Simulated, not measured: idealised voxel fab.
This section sets out a process module, namely voxel capacitor over wiring.
The width of the displayed cross-section, cut, is 255 nm; its cells are square, with a size of 5 nm.
How to read a cross-section here: the picture is a grid of square cells, written as bands going from the top down, and any band can span one or more rows of cells. The band entry comprises the height of the band's top followed by the height of its bottom, expressed in nm, and subsequently the band's materials from left to right, each stated together with its width in nm. Where a single material is marked with the word "all across", that material fills the band from edge to edge. The word "empty" represents empty space. Measure heights from 0. That's the level where, below it, the as-received wafer is all one material. The lowest band is bottomless and extends downward; write it as in "0..down". Quick explanation for "30->40": the width changes in equal steps down the rows of cells, from the first number in the band's top row to the second number in its bottom row. When a step is marked "nothing was modified", none of the cells in the cross-section changed during that step. The entry titled "Enclosed void catalog" provides the empty spaces that have no open way to the top, restricted to those of 8 cells or more. Each is presented as width x height at distance, the distance being measured from the left edge, with all three in nm. Anything after a step's settings on that line? It's the simulator's own note about the step. overlay nm: step with mask; distance mask lay right of planned place; negative value = left of planned place.

Steps planned for the process:
- 1: RECEIVE (material Si)
- 2: CONFORMAL_DEP (material SiO2; thk nm 15)
- 3: CONFORMAL_DEP (material SiN; thk nm 5)
- 4: DIRECTIONAL_DEP (material lowk; thk nm 25)
- 5: DIRECTIONAL_DEP (material aC; thk nm 10)
- 6: PATTERN (tone open; mask id METAL_1; material resist; width nm 25; pitch nm 95; thk nm 25; overlay nm 0)
- 7: DIRECTIONAL_ETCH (etch materials aC; depth nm 10)
- 8: STRIP (etch materials resist)
- 9: DIRECTIONAL_ETCH (etch materials lowk; depth nm 25)
- 10: DIRECTIONAL_ETCH (etch materials SiN; depth nm 5)
- 11: STRIP (etch materials aC)
- 12: CONFORMAL_DEP (material TiN; thk nm 5)
- 13: FILL_DEP (material Cu; thk nm 10)
- 14: CMP (height nm 45)
- 15: CONFORMAL_DEP (material SiCN; thk nm 5)
- 16: DIRECTIONAL_DEP (material SiO2; thk nm 10)
- 17: PATTERN (tone open; mask id PLUG_1; material resist; width nm 15; thk nm 15; overlay nm 0)
- 18: DIRECTIONAL_ETCH (etch materials SiO2; depth nm 10)
- 19: DIRECTIONAL_ETCH (etch materials SiCN; depth nm 5)
- 20: STRIP (etch materials resist)
- 21: CONFORMAL_DEP (material TiN; thk nm 5)
- 22: FILL_DEP (material W; thk nm 10)
- 23: CMP (height nm 60)
- 24: DIRECTIONAL_DEP (material TiN; thk nm 10)
- 25: DIRECTIONAL_DEP (material SiN; thk nm 5)
- 26: DIRECTIONAL_DEP (material TiN; thk nm 10)
- 27: DIRECTIONAL_DEP (material aC; thk nm 10)
- 28: PATTERN (tone cover; mask id UPPER_PLATE; material resist; width nm 75; thk nm 25; overlay nm 0)
- 29: DIRECTIONAL_ETCH (etch materials aC; depth nm 10)
- 30: STRIP (etch materials resist)
- 31: DIRECTIONAL_ETCH (etch materials TiN; depth nm 10)
- 32: DIRECTIONAL_ETCH (etch materials SiN; depth nm 5)
- 33: STRIP (etch materials aC)
- 34: DIRECTIONAL_DEP (material aC; thk nm 15)
- 35: PATTERN (tone cover; mask id LOWER_PLATE; material resist; width nm 85; thk nm 30; overlay nm 0)
- 36: DIRECTIONAL_ETCH (etch materials aC; depth nm 15)
- 37: STRIP (etch materials resist)
- 38: DIRECTIONAL_ETCH (etch materials TiN; depth nm 10)
- 39: STRIP (etch materials aC)
- 40: FILL_DEP (material SiO2; thk nm 15)
- 41: CMP (height nm 95)
- 42: DIRECTIONAL_DEP (material aC; thk nm 10)
- 43: PATTERN (tone open; mask id PLUG_2; material resist; width nm 15; thk nm 25; overlay nm 0)
- 44: DIRECTIONAL_ETCH (etch materials aC; depth nm 10)
- 45: STRIP (etch materials resist)
- 46: DIRECTIONAL_ETCH (etch materials SiO2; depth nm 10)
- 47: STRIP (etch materials aC)
- 48: CONFORMAL_DEP (material TiN; thk nm 5)
- 49: FILL_DEP (material Cu; thk nm 5)
- 50: CMP (height nm 95)
- 51: CONFORMAL_DEP (material SiN; thk nm 5)

So this is the incoming wafer in cross-section - it's already been through step 1:
    0..down  Si all across
    Enclosed void catalog: none

Here's the cross-section of the first of our two wafers at the end of the module - it ran as planned:
    100..95  SiN all across
    95..90  SiO2 (85)  TiN (5)  Cu (5)  TiN (5)  SiO2 (155)
    90..85  SiO2 (85)  TiN (15)  SiO2 (155)
    85..75  SiO2 (75)  TiN (75)  SiO2 (105)
    75..70  SiO2 (75)  SiN (75)  SiO2 (105)
    70..60  SiO2 (70)  TiN (85)  SiO2 (100)
    60..50  SiO2 (75)  TiN (5)  W (5)  TiN (5)  SiO2 (165)
    50..45  SiCN (75)  TiN (15)  SiCN (165)
    45..20  lowk (65)  TiN (5)  Cu (15)  TiN (5)  lowk (70)  TiN (5)  Cu (15)  TiN (5)  lowk (70)
    20..15  SiN (65)  TiN (25)  SiN (70)  TiN (25)  SiN (70)
    15..0  SiO2 all across
    0..down  Si all across
    Enclosed void catalog: none

So this is wafer number two of the two, cut at the end of the module - it started where the first did and had the same plan, we just got one thing wrong running it:
    100..95  SiN all across
    95..90  SiO2 (85)  TiN (5)  Cu (5)  TiN (5)  SiO2 (155)
    90..85  SiO2 (85)  TiN (15)  SiO2 (155)
    85..75  SiO2 (70)  TiN (5)  SiO2 (75)  TiN (5)  SiO2 (100)
    75..70  SiN (75)  SiO2 (75)  SiN (105)
    70..60  TiN all across
    60..50  SiO2 (75)  TiN (5)  W (5)  TiN (5)  SiO2 (165)
    50..45  SiCN (75)  TiN (15)  SiCN (165)
    45..20  lowk (65)  TiN (5)  Cu (15)  TiN (5)  lowk (70)  TiN (5)  Cu (15)  TiN (5)  lowk (70)
    20..15  SiN (65)  TiN (25)  SiN (70)  TiN (25)  SiN (70)
    15..0  SiO2 all across
    0..down  Si all across
    Enclosed void catalog: none
Against the plan, the run slipped here: step 28: run off-plan, actual operation and settings PATTERN (tone open; mask id UPPER_PLATE; material resist; width nm 75; thk nm 25; overlay nm 0)
Wafer comparison, final, in cells, second relative to first, materials more or fewer: 21 more of SiN; 63 fewer of SiO2; 42 more of TiN
